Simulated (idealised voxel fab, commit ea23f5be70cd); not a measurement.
process module | voxel capacitor over wiring
cross-section cut | 265 nm wide | cells 5 nm
A cross-section is a grid of square cells, given in bands from the top down. A band is one or more rows of cells.
Each band's line starts with the height of the band's top and of its bottom, in nm. Then come its materials from left to right, each with its width in nm. One material with "throughout" fills the band from edge to edge. "air" is empty space.
Height 0 is the level under which the wafer as received is all one material. The lowest band goes on downwards, as in "0 down".
A width such as "30 to 40" changes by the same amount from each row of cells to the next, from the band's top row to its bottom row.
"no change" after a step means that no cell of the cross-section changed.
closed voids: empty space of 8 cells or more with no open way to the top, each as width x height at its distance from the left edge, in nm
after a step's settings: what the simulator itself notes on the step
overlay nm, on a step with a mask: how far to the right of its planned place the mask lay; to the left if negative
plan
1 op RECEIVE | material Si
2 op CONFORMAL_DEP | material SiO2 | thk nm 15
3 op CONFORMAL_DEP | material SiCN | thk nm 5
4 op DIRECTIONAL_DEP | material SiO2 | thk nm 20
5 op MASKED_ETCH | tone open | mask id METAL_1 | width nm 30 | pitch nm 90 | etch materials SiO2 | depth nm 20 | overlay nm 0
6 op MASKED_ETCH | tone open | mask id METAL_1 | width nm 30 | pitch nm 90 | etch materials SiCN | depth nm 5 | overlay nm 0
7 op CONFORMAL_DEP | material TiN | thk nm 5
8 op FILL_DEP | material Cu | thk nm 10
9 op CMP | height nm 40
10 op CONFORMAL_DEP | material SiCN | thk nm 5
11 op DIRECTIONAL_DEP | material lowk | thk nm 15
12 op PATTERN | tone open | mask id PLUG_1 | material resist | width nm 15 | thk nm 20 | overlay nm 0
13 op DIRECTIONAL_ETCH | etch materials lowk | depth nm 15
14 op DIRECTIONAL_ETCH | etch materials SiCN | depth nm 5
15 op STRIP | etch materials resist
16 op EPI | material Ru | thk nm 10
17 op EPI | material Ru | thk nm 10
18 op DIRECTIONAL_DEP | material TiN | thk nm 5
19 op DIRECTIONAL_DEP | material HfO2 | thk nm 5
20 op DIRECTIONAL_DEP | material TiN | thk nm 5
21 op DIRECTIONAL_DEP | material aC | thk nm 15
22 op PATTERN | tone cover | mask id UPPER_PLATE | material resist | width nm 65 | thk nm 30 | overlay nm 0
23 op DIRECTIONAL_ETCH | etch materials aC | depth nm 15
24 op STRIP | etch materials resist
25 op DIRECTIONAL_ETCH | etch materials TiN | depth nm 5
26 op DIRECTIONAL_ETCH | etch materials HfO2 | depth nm 5
27 op STRIP | etch materials aC
28 op MASKED_ETCH | tone cover | mask id LOWER_PLATE | width nm 75 | etch materials TiN | depth nm 5 | overlay nm 0
29 op FILL_DEP | material SiO2 | thk nm 15
30 op CMP | height nm 85
31 op DIRECTIONAL_DEP | material aC | thk nm 15
32 op PATTERN | tone open | mask id PLUG_2 | material resist | width nm 15 | thk nm 30 | overlay nm 0
33 op DIRECTIONAL_ETCH | etch materials aC | depth nm 15
34 op STRIP | etch materials resist
35 op DIRECTIONAL_ETCH | etch materials SiO2 | depth nm 10
36 op STRIP | etch materials aC
37 op CONFORMAL_DEP | material TiN | thk nm 5
38 op FILL_DEP | material Cu | thk nm 5
39 op CMP | height nm 85
40 op CONFORMAL_DEP | material SiCN | thk nm 5
as received, after step 1
  0 down: Si throughout
  closed voids: none
first wafer at the end, as planned
  90 to 85: SiCN throughout
  85 to 80: SiO2 95 | TiN 5 | Cu 5 | TiN 5 | SiO2 155
  80 to 70: SiO2 95 to 85 | TiN 15 to 65 | SiO2 155 to 115
  70 to 65: SiO2 85 | HfO2 65 | SiO2 115
  65 to 60: SiO2 80 | TiN 75 | SiO2 110
  60 to 45: lowk 85 | Ru 15 | lowk 165
  45 to 40: SiCN 85 | Ru 15 | SiCN 165
  40 to 20: SiO2 70 | TiN 5 | Cu 20 | TiN 5 | SiO2 60 | TiN 5 | Cu 20 | TiN 5 | SiO2 75
  20 to 15: SiCN 70 | TiN 30 | SiCN 60 | TiN 30 | SiCN 75
  15 to 0: SiO2 throughout
  0 down: Si throughout
  closed voids: none
second wafer at the end: like start, like plan, one mistake
  90 to 85: SiCN throughout
  85 to 80: Cu 90 | TiN 5 | SiO2 15 | TiN 5 | Cu 150
  80 to 75: TiN 95 | SiO2 15 | TiN 155
  75 to 70: SiO2 85 | TiN 65 | SiO2 115
  70 to 65: SiO2 85 | HfO2 65 | SiO2 115
  65 to 60: SiO2 80 | TiN 75 | SiO2 110
  60 to 45: lowk 85 | Ru 15 | lowk 165
  45 to 40: SiCN 85 | Ru 15 | SiCN 165
  40 to 20: SiO2 70 | TiN 5 | Cu 20 | TiN 5 | SiO2 60 | TiN 5 | Cu 20 | TiN 5 | SiO2 75
  20 to 15: SiCN 70 | TiN 30 | SiCN 60 | TiN 30 | SiCN 75
  15 to 0: SiO2 throughout
  0 down: Si throughout
  closed voids: none
what went wrong: step 32 ran as: op PATTERN | tone cover | mask id PLUG_2 | material resist | width nm 15 | thk nm 30 | overlay nm 0
at the end the second wafer has, in cells: 47 more of Cu | 94 fewer of SiO2 | 47 more of TiN
